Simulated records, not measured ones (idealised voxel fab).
Proc. module: voxel ribs on slabs
Shown is cross-section cut, with a width of 265 nm and square cells of size 5 nm.
Notation: cross-section as square-cell grid; stated in bands, top first, going down; one or more cell rows per band. A band entry consists of two parts. The first gives the height of the band's top and the height of its bottom, in nm. The rest lists the band's materials from left to right, each with its width in nm. A single material labelled with the word "full width" fills the band from edge to edge, and the word "blank" marks empty space. A quick word on heights: they are counted from 0, and under that level the wafer as it came to us is one material throughout. The lowest band is different from the rest in having no bottom; it simply continues downward, written as in "from 0 down". The expression "30 to 40" gives the width at the extremes of the band, the first number at its top row of cells and the second at its bottom row, with the width changing by equal amounts from each row to the next in between. No cell of the cross-section changed in a step that is given as "identical to before". Reported under the label "Completely enclosed voids" are the empty spaces having no open way to the top and comprising 8 cells or more; the notation for each is width x height at distance, in which the distance is measured from the left edge and all three values are in nm. Step line, after settings: the simulator's comment on this step. The optional step-line setting "overlay nm" applies to steps with a mask and quantifies how far to the right of its planned location the mask lay, a negative value indicating leftward placement. Note: before/after cross-section pairs follow, one process step per pair, after-side truncated at the lowest changed band, step and settings given beneath. Different runs of this module on the same starting wafer may supply the pairs; a pair continues the one above only where the "Prior state" entry says so.
[Prior state]
    from 0 down: Si full width
    Completely enclosed voids: none
[Resulting Cross-Section]
    from 30 to 0: SiO2 full width
    For the remainder of the cross-section, below 0, there is no change.
    Completely enclosed voids: none
Process step (between the before and after cross-sections above): DIRECTIONAL_DEP: material SiO2, thk nm 30
Prior state: the wafer arrives at this step looking as the after cross-section in the pair just above shows it.
[Resulting Cross-Section]
    from 45 to 30: SiN full width
    For the remainder of the cross-section, below 30, there is no change.
    Completely enclosed voids: none
Process step (between the before and after cross-sections above): DIRECTIONAL_DEP: material SiN, thk nm 15
Prior state: the wafer arrives at this step looking as the after cross-section in the pair just above shows it.
[Resulting Cross-Section]
    from 65 to 45: 120 of blank | 20 of resist | 125 of blank
    For the remainder of the cross-section, below 45, there is no change.
    Completely enclosed voids: none
Process step (between the before and after cross-sections above): PATTERN: tone cover, mask id RIB, material resist, width nm 20, thk nm 20, overlay nm 0
Prior state: the wafer arrives at this step looking as the after cross-section in the pair just above shows it.
[Resulting Cross-Section]
    from 65 to 45: 120 of blank | 20 of resist | 125 of blank
    from 45 to 35: 120 of blank | 20 of SiN | 125 of blank
    For the remainder of the cross-section, below 35, there is no change.
    Completely enclosed voids: none
Process step (between the before and after cross-sections above): DIRECTIONAL_ETCH: etch materials SiN, depth nm 10
Prior state: the wafer arrives at this step looking as the after cross-section in the pair just above shows it.
[Resulting Cross-Section]
    from 45 to 35: 120 of blank | 20 of SiN | 125 of blank
    For the remainder of the cross-section, below 35, there is no change.
    Completely enclosed voids: none
Process step (between the before and after cross-sections above): STRIP: etch materials resist
Prior state: the wafer arrives at this step looking as the after cross-section in the pair just above shows it.
[Resulting Cross-Section]
    from 65 to 45: 90 of blank | 80 of resist | 95 of blank
    from 45 to 35: 90 of blank | 30 of resist | 20 of SiN | 30 of resist | 95 of blank
    For the remainder of the cross-section, below 35, there is no change.
    Completely enclosed voids: none
Process step (between the before and after cross-sections above): PATTERN: tone cover, mask id SLAB, material resist, width nm 80, thk nm 20, overlay nm 0
Prior state: the wafer arrives at this step looking as the after cross-section in the pair just above shows it.
[Resulting Cross-Section]
    from 65 to 45: 90 of blank | 80 of resist | 95 of blank
    from 45 to 35: 90 of blank | 30 of resist | 20 of SiN | 30 of resist | 95 of blank
    from 35 to 30: 90 of blank | 80 of SiN | 95 of blank
    For the remainder of the cross-section, below 30, there is no change.
    Completely enclosed voids: none
Process step (between the before and after cross-sections above): DIRECTIONAL_ETCH: etch materials SiN, depth nm 5
Prior state: the wafer arrives at this step looking as the after cross-section in the pair just above shows it.
[Resulting Cross-Section]
    from 45 to 35: 120 of blank | 20 of SiN | 125 of blank
    For the remainder of the cross-section, below 35, there is no change.
    Completely enclosed voids: none
Process step (between the before and after cross-sections above): STRIP: etch materials resist
Prior state: the wafer arrives at this step looking as the after cross-section in the pair just above shows it.
[Resulting Cross-Section]
    from 65 to 45: SiO2 full width
    from 45 to 35: 120 of SiO2 | 20 of SiN | 125 of SiO2
    from 35 to 30: 90 of SiO2 | 80 of SiN | 95 of SiO2
    For the remainder of the cross-section, below 30, there is no change.
    Completely enclosed voids: none
Process step (between the before and after cross-sections above): FILL_DEP: material SiO2, thk nm 20
Prior state: the wafer arrives at this step looking as the after cross-section in the pair just above shows it.
[Resulting Cross-Section]
    from 55 to 45: SiO2 full width
    For the remainder of the cross-section, below 45, there is no change.
    Completely enclosed voids: none
Process step (between the before and after cross-sections above): CMP: height nm 55
Prior state: the wafer arrives at this step looking as the after cross-section in the pair just above shows it.
[Resulting Cross-Section]
    from 60 to 55: W full width
    For the remainder of the cross-section, below 55, there is no change.
    Completely enclosed voids: none
Process step (between the before and after cross-sections above): DIRECTIONAL_DEP: material W, thk nm 5
Prior state: the wafer arrives at this step looking as the after cross-section in the pair just above shows it.
[Resulting Cross-Section]
    from 75 to 60: aC full width
    For the remainder of the cross-section, below 60, there is no change.
    Completely enclosed voids: none
Process step (between the before and after cross-sections above): DIRECTIONAL_DEP: material aC, thk nm 15
Prior state: the wafer arrives at this step looking as the after cross-section in the pair just above shows it.
[Resulting Cross-Section]
    from 105 to 75: 115 of blank | 30 of resist | 120 of blank
    For the remainder of the cross-section, below 75, there is no change.
    Completely enclosed voids: none
Process step (between the before and after cross-sections above): PATTERN: tone cover, mask id HEATER, material resist, width nm 30, thk nm 30, overlay nm 0
Prior state: the wafer arrives at this step looking as the after cross-section in the pair just above shows it.
[Resulting Cross-Section]
    from 90 to 75: 115 of blank | 30 of resist | 120 of blank
    from 75 to 60: 115 of blank | 30 of aC | 120 of blank
    For the remainder of the cross-section, below 60, there is no change.
    Completely enclosed voids: none
Process step (between the before and after cross-sections above): DIRECTIONAL_ETCH: etch materials aC, depth nm 15
Prior state: the wafer arrives at this step looking as the after cross-section in the pair just above shows it.
[Resulting Cross-Section]
    from 75 to 60: 115 of blank | 30 of aC | 120 of blank
    For the remainder of the cross-section, below 60, there is no change.
    Completely enclosed voids: none
Process step (between the before and after cross-sections above): STRIP: etch materials resist
Prior state: the wafer arrives at this step looking as the after cross-section in the pair just above shows it.
[Resulting Cross-Section]
    from 75 to 60: 115 of blank | 30 of aC | 120 of blank
    from 60 to 55: 115 of blank | 30 of W | 120 of blank
    For the remainder of the cross-section, below 55, there is no change.
    Completely enclosed voids: none
Process step (between the before and after cross-sections above): DIRECTIONAL_ETCH: etch materials W, depth nm 5
Prior state: the wafer arrives at this step looking as the after cross-section in the pair just above shows it.
[Resulting Cross-Section]
    from 60 to 55: 115 of blank | 30 of W | 120 of blank
    For the remainder of the cross-section, below 55, there is no change.
    Completely enclosed voids: none
Process step (between the before and after cross-sections above): STRIP: etch materials aC
Prior state: the wafer arrives at this step looking as the after cross-section in the pair just above shows it.
[Resulting Cross-Section]
    from 70 to 65: 105 of blank | 50 of SiO2 | 110 of blank
    from 65 to 60: SiO2 full width
    from 60 to 55: 115 of SiO2 | 30 of W | 120 of SiO2
    For the remainder of the cross-section, below 55, there is no change.
    Completely enclosed voids: none
Process step (between the before and after cross-sections above): CONFORMAL_DEP: material SiO2, thk nm 10
[Prior state]
    from 45 to 30: SiN full width
    from 30 to 0: SiO2 full width
    from 0 down: Si full width
    Completely enclosed voids: none
[Resulting Cross-Section]
    from 60 to 30: SiN full width
    For the remainder of the cross-section, below 30, there is no change.
    Completely enclosed voids: none
Process step (between the before and after cross-sections above): DIRECTIONAL_DEP: material SiN, thk nm 15
Prior state: the wafer arrives at this step looking as the after cross-section in the pair just above shows it.
[Resulting Cross-Section]
    from 80 to 60: 120 of blank | 20 of resist | 125 of blank
    For the remainder of the cross-section, below 60, there is no change.
    Completely enclosed voids: none
Process step (between the before and after cross-sections above): PATTERN: tone cover, mask id RIB, material resist, width nm 20, thk nm 20, overlay nm 0
Prior state: the wafer arrives at this step looking as the after cross-section in the pair just above shows it.
[Resulting Cross-Section]
    from 80 to 60: 120 of blank | 20 of resist | 125 of blank
    from 60 to 50: 120 of blank | 20 of SiN | 125 of blank
    For the remainder of the cross-section, below 50, there is no change.
    Completely enclosed voids: none
Process step (between the before and after cross-sections above): DIRECTIONAL_ETCH: etch materials SiN, depth nm 10
Prior state: the wafer arrives at this step looking as the after cross-section in the pair just above shows it.
[Resulting Cross-Section]
    from 60 to 50: 120 of blank | 20 of SiN | 125 of blank
    For the remainder of the cross-section, below 50, there is no change.
    Completely enclosed voids: none
Process step (between the before and after cross-sections above): STRIP: etch materials resist
Prior state: the wafer arrives at this step looking as the after cross-section in the pair just above shows it.
[Resulting Cross-Section]
    from 80 to 60: 90 of blank | 80 of resist | 95 of blank
    from 60 to 50: 90 of blank | 30 of resist | 20 of SiN | 30 of resist | 95 of blank
    For the remainder of the cross-section, below 50, there is no change.
    Completely enclosed voids: none
Process step (between the before and after cross-sections above): PATTERN: tone cover, mask id SLAB, material resist, width nm 80, thk nm 20, overlay nm 0
Prior state: the wafer arrives at this step looking as the after cross-section in the pair just above shows it.
[Resulting Cross-Section]
    from 80 to 60: 90 of blank | 80 of resist | 95 of blank
    from 60 to 50: 90 of blank | 30 of resist | 20 of SiN | 30 of resist | 95 of blank
    from 50 to 45: 90 of blank | 80 of SiN | 95 of blank
    For the remainder of the cross-section, below 45, there is no change.
    Completely enclosed voids: none
Process step (between the before and after cross-sections above): DIRECTIONAL_ETCH: etch materials SiN, depth nm 5
Prior state: the wafer arrives at this step looking as the after cross-section in the pair just above shows it.
[Resulting Cross-Section]
    from 60 to 50: 120 of blank | 20 of SiN | 125 of blank
    For the remainder of the cross-section, below 50, there is no change.
    Completely enclosed voids: none
Process step (between the before and after cross-sections above): STRIP: etch materials resist
Prior state: the wafer arrives at this step looking as the after cross-section in the pair just above shows it.
[Resulting Cross-Section]
    from 80 to 60: SiO2 full width
    from 60 to 50: 120 of SiO2 | 20 of SiN | 125 of SiO2
    from 50 to 45: 90 of SiO2 | 80 of SiN | 95 of SiO2
    For the remainder of the cross-section, below 45, there is no change.
    Completely enclosed voids: none
Process step (between the before and after cross-sections above): FILL_DEP: material SiO2, thk nm 20
Prior state: the wafer arrives at this step looking as the after cross-section in the pair just above shows it.
[Resulting Cross-Section]
    from 55 to 45: 120 to 90 of SiO2 | 20 to 80 of SiN | 125 to 95 of SiO2
    For the remainder of the cross-section, below 45, there is no change.
    Completely enclosed voids: none
Process step (between the before and after cross-sections above): CMP: height nm 55
Prior state: the wafer arrives at this step looking as the after cross-section in the pair just above shows it.
[Resulting Cross-Section]
    from 60 to 55: W full width
    For the remainder of the cross-section, below 55, there is no change.
    Completely enclosed voids: none
Process step (between the before and after cross-sections above): DIRECTIONAL_DEP: material W, thk nm 5
Prior state: the wafer arrives at this step looking as the after cross-section in the pair just above shows it.
[Resulting Cross-Section]
    from 75 to 60: aC full width
    For the remainder of the cross-section, below 60, there is no change.
    Completely enclosed voids: none
Process step (between the before and after cross-sections above): DIRECTIONAL_DEP: material aC, thk nm 15
Prior state: the wafer arrives at this step looking as the after cross-section in the pair just above shows it.
[Resulting Cross-Section]
    from 105 to 75: 115 of blank | 30 of resist | 120 of blank
    For the remainder of the cross-section, below 75, there is no change.
    Completely enclosed voids: none
Process step (between the before and after cross-sections above): PATTERN: tone cover, mask id HEATER, material resist, width nm 30, thk nm 30, overlay nm 0
Prior state: the wafer arrives at this step looking as the after cross-section in the pair just above shows it.
[Resulting Cross-Section]
    from 90 to 75: 115 of blank | 30 of resist | 120 of blank
    from 75 to 60: 115 of blank | 30 of aC | 120 of blank
    For the remainder of the cross-section, below 60, there is no change.
    Completely enclosed voids: none
Process step (between the before and after cross-sections above): DIRECTIONAL_ETCH: etch materials aC, depth nm 15
Prior state: the wafer arrives at this step looking as the after cross-section in the pair just above shows it.
[Resulting Cross-Section]
    from 75 to 60: 115 of blank | 30 of aC | 120 of blank
    For the remainder of the cross-section, below 60, there is no change.
    Completely enclosed voids: none
Process step (between the before and after cross-sections above): STRIP: etch materials resist
Prior state: the wafer arrives at this step looking as the after cross-section in the pair just above shows it.
[Resulting Cross-Section]
    from 75 to 60: 115 of blank | 30 of aC | 120 of blank
    from 60 to 55: 115 of blank | 30 of W | 120 of blank
    For the remainder of the cross-section, below 55, there is no change.
    Completely enclosed voids: none
Process step (between the before and after cross-sections above): DIRECTIONAL_ETCH: etch materials W, depth nm 5
Prior state: the wafer arrives at this step looking as the after cross-section in the pair just above shows it.
[Resulting Cross-Section]
    from 60 to 55: 115 of blank | 30 of W | 120 of blank
    For the remainder of the cross-section, below 55, there is no change.
    Completely enclosed voids: none
Process step (between the before and after cross-sections above): STRIP: etch materials aC
Prior state: the wafer arrives at this step looking as the after cross-section in the pair just above shows it.
[Resulting Cross-Section]
    from 70 to 65: 105 of blank | 50 of SiO2 | 110 of blank
    from 65 to 60: SiO2 full width
    from 60 to 55: 115 of SiO2 | 30 of W | 120 of SiO2
    For the remainder of the cross-section, below 55, there is no change.
    Completely enclosed voids: none
Process step (between the before and after cross-sections above): CONFORMAL_DEP: material SiO2, thk nm 10
[Prior state]
    from 30 to 0: SiO2 full width
    from 0 down: Si full width
    Completely enclosed voids: none
[Resulting Cross-Section]
    from 50 to 30: 120 of blank | 20 of resist | 125 of blank
    For the remainder of the cross-section, below 30, there is no change.
    Completely enclosed voids: none
Process step (between the before and after cross-sections above): PATTERN: tone cover, mask id RIB, material resist, width nm 20, thk nm 20, overlay nm 0
Prior state: the wafer arrives at this step looking as the after cross-section in the pair just above shows it.
[Resulting Cross-Section]
    from 65 to 50: 120 of blank | 20 of SiN | 125 of blank
    from 50 to 45: 120 of blank | 20 of resist | 125 of blank
    from 45 to 30: 120 of SiN | 20 of resist | 125 of SiN
    For the remainder of the cross-section, below 30, there is no change.
    Completely enclosed voids: none
Process step (between the before and after cross-sections above): DIRECTIONAL_DEP: material SiN, thk nm 15
Prior state: the wafer arrives at this step looking as the after cross-section in the pair just above shows it.
[Resulting Cross-Section]
    from 55 to 50: 120 of blank | 20 of SiN | 125 of blank
    from 50 to 35: 120 of blank | 20 of resist | 125 of blank
    For the remainder of the cross-section, below 35, there is no change.
    Completely enclosed voids: none
Process step (between the before and after cross-sections above): DIRECTIONAL_ETCH: etch materials SiN, depth nm 10
Prior state: the wafer arrives at this step looking as the after cross-section in the pair just above shows it.
[Resulting Cross-Section]
    from 35 to 30: 120 of SiN | 20 of blank | 125 of SiN
    For the remainder of the cross-section, below 30, there is no change.
    Completely enclosed voids: none
Process step (between the before and after cross-sections above): STRIP: etch materials resist
Prior state: the wafer arrives at this step looking as the after cross-section in the pair just above shows it.
[Resulting Cross-Section]
    from 55 to 35: 90 of blank | 80 of resist | 95 of blank
    from 35 to 30: 120 of SiN | 20 of resist | 125 of SiN
    For the remainder of the cross-section, below 30, there is no change.
    Completely enclosed voids: none
Process step (between the before and after cross-sections above): PATTERN: tone cover, mask id SLAB, material resist, width nm 80, thk nm 20, overlay nm 0
Prior state: the wafer arrives at this step looking as the after cross-section in the pair just above shows it.
[Resulting Cross-Section]
    from 55 to 35: 90 of blank | 80 of resist | 95 of blank
    from 35 to 30: 90 of blank | 30 of SiN | 20 of resist | 30 of SiN | 95 of blank
    For the remainder of the cross-section, below 30, there is no change.
    Completely enclosed voids: none
Process step (between the before and after cross-sections above): DIRECTIONAL_ETCH: etch materials SiN, depth nm 5
Prior state: the wafer arrives at this step looking as the after cross-section in the pair just above shows it.
[Resulting Cross-Section]
    from 35 to 30: 90 of blank | 30 of SiN | 20 of blank | 30 of SiN | 95 of blank
    For the remainder of the cross-section, below 30, there is no change.
    Completely enclosed voids: none
Process step (between the before and after cross-sections above): STRIP: etch materials resist
Prior state: the wafer arrives at this step looking as the after cross-section in the pair just above shows it.
[Resulting Cross-Section]
    from 55 to 35: SiO2 full width
    from 35 to 30: 90 of SiO2 | 30 of SiN | 20 of SiO2 | 30 of SiN | 95 of SiO2
    For the remainder of the cross-section, below 30, there is no change.
    Completely enclosed voids: none
Process step (between the before and after cross-sections above): FILL_DEP: material SiO2, thk nm 20
Prior state: the wafer arrives at this step looking as the after cross-section in the pair just above shows it.
[Resulting Cross-Section]
    from 60 to 55: W full width
    For the remainder of the cross-section, below 55, there is no change.
    Completely enclosed voids: none
Process step (between the before and after cross-sections above): DIRECTIONAL_DEP: material W, thk nm 5
Prior state: the wafer arrives at this step looking as the after cross-section in the pair just above shows it.
[Resulting Cross-Section]
    from 75 to 60: aC full width
    For the remainder of the cross-section, below 60, there is no change.
    Completely enclosed voids: none
Process step (between the before and after cross-sections above): DIRECTIONAL_DEP: material aC, thk nm 15
Prior state: the wafer arrives at this step looking as the after cross-section in the pair just above shows it.
[Resulting Cross-Section]
    from 105 to 75: 115 of blank | 30 of resist | 120 of blank
    For the remainder of the cross-section, below 75, there is no change.
    Completely enclosed voids: none
Process step (between the before and after cross-sections above): PATTERN: tone cover, mask id HEATER, material resist, width nm 30, thk nm 30, overlay nm 0
Prior state: the wafer arrives at this step looking as the after cross-section in the pair just above shows it.
[Resulting Cross-Section]
    from 90 to 75: 115 of blank | 30 of resist | 120 of blank
    from 75 to 60: 115 of blank | 30 of aC | 120 of blank
    For the remainder of the cross-section, below 60, there is no change.
    Completely enclosed voids: none
Process step (between the before and after cross-sections above): DIRECTIONAL_ETCH: etch materials aC, depth nm 15
Prior state: the wafer arrives at this step looking as the after cross-section in the pair just above shows it.
[Resulting Cross-Section]
    from 75 to 60: 115 of blank | 30 of aC | 120 of blank
    For the remainder of the cross-section, below 60, there is no change.
    Completely enclosed voids: none
Process step (between the before and after cross-sections above): STRIP: etch materials resist
Prior state: the wafer arrives at this step looking as the after cross-section in the pair just above shows it.
[Resulting Cross-Section]
    from 75 to 60: 115 of blank | 30 of aC | 120 of blank
    from 60 to 55: 115 of blank | 30 of W | 120 of blank
    For the remainder of the cross-section, below 55, there is no change.
    Completely enclosed voids: none
Process step (between the before and after cross-sections above): DIRECTIONAL_ETCH: etch materials W, depth nm 5
Prior state: the wafer arrives at this step looking as the after cross-section in the pair just above shows it.
[Resulting Cross-Section]
    from 60 to 55: 115 of blank | 30 of W | 120 of blank
    For the remainder of the cross-section, below 55, there is no change.
    Completely enclosed voids: none
Process step (between the before and after cross-sections above): STRIP: etch materials aC
Prior state: the wafer arrives at this step looking as the after cross-section in the pair just above shows it.
[Resulting Cross-Section]
    from 70 to 65: 105 of blank | 50 of SiO2 | 110 of blank
    from 65 to 60: SiO2 full width
    from 60 to 55: 115 of SiO2 | 30 of W | 120 of SiO2
    For the remainder of the cross-section, below 55, there is no change.
    Completely enclosed voids: none
Process step (between the before and after cross-sections above): CONFORMAL_DEP: material SiO2, thk nm 10
[Prior state]
    from 30 to 0: SiO2 full width
    from 0 down: Si full width
    Completely enclosed voids: none
[Resulting Cross-Section]
    from 55 to 30: SiN full width
    For the remainder of the cross-section, below 30, there is no change.
    Completely enclosed voids: none
Process step (between the before and after cross-sections above): DIRECTIONAL_DEP: material SiN, thk nm 25
Prior state: the wafer arrives at this step looking as the after cross-section in the pair just above shows it.
[Resulting Cross-Section]
    from 75 to 55: 120 of blank | 20 of resist | 125 of blank
    For the remainder of the cross-section, below 55, there is no change.
    Completely enclosed voids: none
Process step (between the before and after cross-sections above): PATTERN: tone cover, mask id RIB, material resist, width nm 20, thk nm 20, overlay nm 0
Prior state: the wafer arrives at this step looking as the after cross-section in the pair just above shows it.
[Resulting Cross-Section]
    from 75 to 55: 120 of blank | 20 of resist | 125 of blank
    from 55 to 45: 120 of blank | 20 of SiN | 125 of blank
    For the remainder of the cross-section, below 45, there is no change.
    Completely enclosed voids: none
Process step (between the before and after cross-sections above): DIRECTIONAL_ETCH: etch materials SiN, depth nm 10
Prior state: the wafer arrives at this step looking as the after cross-section in the pair just above shows it.
[Resulting Cross-Section]
    from 55 to 45: 120 of blank | 20 of SiN | 125 of blank
    For the remainder of the cross-section, below 45, there is no change.
    Completely enclosed voids: none
Process step (between the before and after cross-sections above): STRIP: etch materials resist
Prior state: the wafer arrives at this step looking as the after cross-section in the pair just above shows it.
[Resulting Cross-Section]
    from 75 to 55: 90 of blank | 80 of resist | 95 of blank
    from 55 to 45: 90 of blank | 30 of resist | 20 of SiN | 30 of resist | 95 of blank
    For the remainder of the cross-section, below 45, there is no change.
    Completely enclosed voids: none
Process step (between the before and after cross-sections above): PATTERN: tone cover, mask id SLAB, material resist, width nm 80, thk nm 20, overlay nm 0
Prior state: the wafer arrives at this step looking as the after cross-section in the pair just above shows it.
[Resulting Cross-Section]
    from 75 to 55: 90 of blank | 80 of resist | 95 of blank
    from 55 to 45: 90 of blank | 30 of resist | 20 of SiN | 30 of resist | 95 of blank
    from 45 to 40: 90 of blank | 80 of SiN | 95 of blank
    For the remainder of the cross-section, below 40, there is no change.
    Completely enclosed voids: none
Process step (between the before and after cross-sections above): DIRECTIONAL_ETCH: etch materials SiN, depth nm 5
Prior state: the wafer arrives at this step looking as the after cross-section in the pair just above shows it.
[Resulting Cross-Section]
    from 55 to 45: 120 of blank | 20 of SiN | 125 of blank
    For the remainder of the cross-section, below 45, there is no change.
    Completely enclosed voids: none
Process step (between the before and after cross-sections above): STRIP: etch materials resist
Prior state: the wafer arrives at this step looking as the after cross-section in the pair just above shows it.
[Resulting Cross-Section]
    from 75 to 55: SiO2 full width
    from 55 to 45: 120 of SiO2 | 20 of SiN | 125 of SiO2
    from 45 to 40: 90 of SiO2 | 80 of SiN | 95 of SiO2
    For the remainder of the cross-section, below 40, there is no change.
    Completely enclosed voids: none
Process step (between the before and after cross-sections above): FILL_DEP: material SiO2, thk nm 20
Prior state: the wafer arrives at this step looking as the after cross-section in the pair just above shows it.
[Resulting Cross-Section]
    from 55 to 45: 120 of SiO2 | 20 of SiN | 125 of SiO2
    For the remainder of the cross-section, below 45, there is no change.
    Completely enclosed voids: none
Process step (between the before and after cross-sections above): CMP: height nm 55
Prior state: the wafer arrives at this step looking as the after cross-section in the pair just above shows it.
[Resulting Cross-Section]
    from 60 to 55: W full width
    For the remainder of the cross-section, below 55, there is no change.
    Completely enclosed voids: none
Process step (between the before and after cross-sections above): DIRECTIONAL_DEP: material W, thk nm 5
Prior state: the wafer arrives at this step looking as the after cross-section in the pair just above shows it.
[Resulting Cross-Section]
    from 75 to 60: aC full width
    For the remainder of the cross-section, below 60, there is no change.
    Completely enclosed voids: none
Process step (between the before and after cross-sections above): DIRECTIONAL_DEP: material aC, thk nm 15
Prior state: the wafer arrives at this step looking as the after cross-section in the pair just above shows it.
[Resulting Cross-Section]
    from 105 to 75: 115 of blank | 30 of resist | 120 of blank
    For the remainder of the cross-section, below 75, there is no change.
    Completely enclosed voids: none
Process step (between the before and after cross-sections above): PATTERN: tone cover, mask id HEATER, material resist, width nm 30, thk nm 30, overlay nm 0
Prior state: the wafer arrives at this step looking as the after cross-section in the pair just above shows it.
[Resulting Cross-Section]
    from 90 to 75: 115 of blank | 30 of resist | 120 of blank
    from 75 to 60: 115 of blank | 30 of aC | 120 of blank
    For the remainder of the cross-section, below 60, there is no change.
    Completely enclosed voids: none
Process step (between the before and after cross-sections above): DIRECTIONAL_ETCH: etch materials aC, depth nm 15
Prior state: the wafer arrives at this step looking as the after cross-section in the pair just above shows it.
[Resulting Cross-Section]
    from 75 to 60: 115 of blank | 30 of aC | 120 of blank
    For the remainder of the cross-section, below 60, there is no change.
    Completely enclosed voids: none
Process step (between the before and after cross-sections above): STRIP: etch materials resist
Prior state: the wafer arrives at this step looking as the after cross-section in the pair just above shows it.
[Resulting Cross-Section]
    from 75 to 60: 115 of blank | 30 of aC | 120 of blank
    from 60 to 55: 115 of blank | 30 of W | 120 of blank
    For the remainder of the cross-section, below 55, there is no change.
    Completely enclosed voids: none
Process step (between the before and after cross-sections above): DIRECTIONAL_ETCH: etch materials W, depth nm 5
Prior state: the wafer arrives at this step looking as the after cross-section in the pair just above shows it.
[Resulting Cross-Section]
    from 60 to 55: 115 of blank | 30 of W | 120 of blank
    For the remainder of the cross-section, below 55, there is no change.
    Completely enclosed voids: none
Process step (between the before and after cross-sections above): STRIP: etch materials aC
Prior state: the wafer arrives at this step looking as the after cross-section in the pair just above shows it.
[Resulting Cross-Section]
    from 70 to 65: 105 of blank | 50 of SiO2 | 110 of blank
    from 65 to 60: SiO2 full width
    from 60 to 55: 115 of SiO2 | 30 of W | 120 of SiO2
    For the remainder of the cross-section, below 55, there is no change.
    Completely enclosed voids: none
Process step (between the before and after cross-sections above): CONFORMAL_DEP: material SiO2, thk nm 10
[Prior state]
    from 45 to 35: 120 of blank | 20 of SiN | 125 of blank
    from 35 to 30: SiN full width
    from 30 to 0: SiO2 full width
    from 0 down: Si full width
    Completely enclosed voids: none
[Resulting Cross-Section]
    from 65 to 45: 85 of blank | 90 of resist | 90 of blank
    from 45 to 35: 85 of blank | 35 of resist | 20 of SiN | 35 of resist | 90 of blank
    For the remainder of the cross-section, below 35, there is no change.
    Completely enclosed voids: none
Process step (between the before and after cross-sections above): PATTERN: tone cover, mask id SLAB, material resist, width nm 90, thk nm 20, overlay nm 0
Prior state: the wafer arrives at this step looking as the after cross-section in the pair just above shows it.
[Resulting Cross-Section]
    from 65 to 45: 85 of blank | 90 of resist | 90 of blank
    from 45 to 35: 85 of blank | 35 of resist | 20 of SiN | 35 of resist | 90 of blank
    from 35 to 30: 85 of blank | 90 of SiN | 90 of blank
    For the remainder of the cross-section, below 30, there is no change.
    Completely enclosed voids: none
Process step (between the before and after cross-sections above): DIRECTIONAL_ETCH: etch materials SiN, depth nm 5
Prior state: the wafer arrives at this step looking as the after cross-section in the pair just above shows it.
[Resulting Cross-Section]
    from 45 to 35: 120 of blank | 20 of SiN | 125 of blank
    For the remainder of the cross-section, below 35, there is no change.
    Completely enclosed voids: none
Process step (between the before and after cross-sections above): STRIP: etch materials resist
Prior state: the wafer arrives at this step looking as the after cross-section in the pair just above shows it.
[Resulting Cross-Section]
    from 65 to 45: SiO2 full width
    from 45 to 35: 120 of SiO2 | 20 of SiN | 125 of SiO2
    from 35 to 30: 85 of SiO2 | 90 of SiN | 90 of SiO2
    For the remainder of the cross-section, below 30, there is no change.
    Completely enclosed voids: none
Process step (between the before and after cross-sections above): FILL_DEP: material SiO2, thk nm 20
Prior state: the wafer arrives at this step looking as the after cross-section in the pair just above shows it.
[Resulting Cross-Section]
    from 55 to 45: SiO2 full width
    For the remainder of the cross-section, below 45, there is no change.
    Completely enclosed voids: none
Process step (between the before and after cross-sections above): CMP: height nm 55
Prior state: the wafer arrives at this step looking as the after cross-section in the pair just above shows it.
[Resulting Cross-Section]
    from 60 to 55: W full width
    For the remainder of the cross-section, below 55, there is no change.
    Completely enclosed voids: none
Process step (between the before and after cross-sections above): DIRECTIONAL_DEP: material W, thk nm 5
Prior state: the wafer arrives at this step looking as the after cross-section in the pair just above shows it.
[Resulting Cross-Section]
    from 75 to 60: aC full width
    For the remainder of the cross-section, below 60, there is no change.
    Completely enclosed voids: none
Process step (between the before and after cross-sections above): DIRECTIONAL_DEP: material aC, thk nm 15
Prior state: the wafer arrives at this step looking as the after cross-section in the pair just above shows it.
[Resulting Cross-Section]
    from 105 to 75: 115 of blank | 30 of resist | 120 of blank
    For the remainder of the cross-section, below 75, there is no change.
    Completely enclosed voids: none
Process step (between the before and after cross-sections above): PATTERN: tone cover, mask id HEATER, material resist, width nm 30, thk nm 30, overlay nm 0
Prior state: the wafer arrives at this step looking as the after cross-section in the pair just above shows it.
[Resulting Cross-Section]
    from 90 to 75: 115 of blank | 30 of resist | 120 of blank
    from 75 to 60: 115 of blank | 30 of aC | 120 of blank
    For the remainder of the cross-section, below 60, there is no change.
    Completely enclosed voids: none
Process step (between the before and after cross-sections above): DIRECTIONAL_ETCH: etch materials aC, depth nm 15
Prior state: the wafer arrives at this step looking as the after cross-section in the pair just above shows it.
[Resulting Cross-Section]
    from 75 to 60: 115 of blank | 30 of aC | 120 of blank
    For the remainder of the cross-section, below 60, there is no change.
    Completely enclosed voids: none
Process step (between the before and after cross-sections above): STRIP: etch materials resist
Prior state: the wafer arrives at this step looking as the after cross-section in the pair just above shows it.
[Resulting Cross-Section]
    from 75 to 60: 115 of blank | 30 of aC | 120 of blank
    from 60 to 55: 115 of blank | 30 of W | 120 of blank
    For the remainder of the cross-section, below 55, there is no change.
    Completely enclosed voids: none
Process step (between the before and after cross-sections above): DIRECTIONAL_ETCH: etch materials W, depth nm 5
Prior state: the wafer arrives at this step looking as the after cross-section in the pair just above shows it.
[Resulting Cross-Section]
    from 60 to 55: 115 of blank | 30 of W | 120 of blank
    For the remainder of the cross-section, below 55, there is no change.
    Completely enclosed voids: none
Process step (between the before and after cross-sections above): STRIP: etch materials aC
Prior state: the wafer arrives at this step looking as the after cross-section in the pair just above shows it.
[Resulting Cross-Section]
    from 70 to 65: 105 of blank | 50 of SiO2 | 110 of blank
    from 65 to 60: SiO2 full width
    from 60 to 55: 115 of SiO2 | 30 of W | 120 of SiO2
    For the remainder of the cross-section, below 55, there is no change.
    Completely enclosed voids: none
Process step (between the before and after cross-sections above): CONFORMAL_DEP: material SiO2, thk nm 10
[Prior state]
    from 45 to 30: SiN full width
    from 30 to 0: SiO2 full width
    from 0 down: Si full width
    Completely enclosed voids: none
[Resulting Cross-Section]
    from 65 to 45: 110 of blank | 20 of resist | 135 of blank
    For the remainder of the cross-section, below 45, there is no change.
    Completely enclosed voids: none
Process step (between the before and after cross-sections above): PATTERN: tone cover, mask id RIB, material resist, width nm 20, thk nm 20, overlay nm -10
Prior state: the wafer arrives at this step looking as the after cross-section in the pair just above shows it.
[Resulting Cross-Section]
    from 65 to 45: 110 of blank | 20 of resist | 135 of blank
    from 45 to 35: 110 of blank | 20 of SiN | 135 of blank
    For the remainder of the cross-section, below 35, there is no change.
    Completely enclosed voids: none
Process step (between the before and after cross-sections above): DIRECTIONAL_ETCH: etch materials SiN, depth nm 10
Prior state: the wafer arrives at this step looking as the after cross-section in the pair just above shows it.
[Resulting Cross-Section]
    from 45 to 35: 110 of blank | 20 of SiN | 135 of blank
    For the remainder of the cross-section, below 35, there is no change.
    Completely enclosed voids: none
Process step (between the before and after cross-sections above): STRIP: etch materials resist
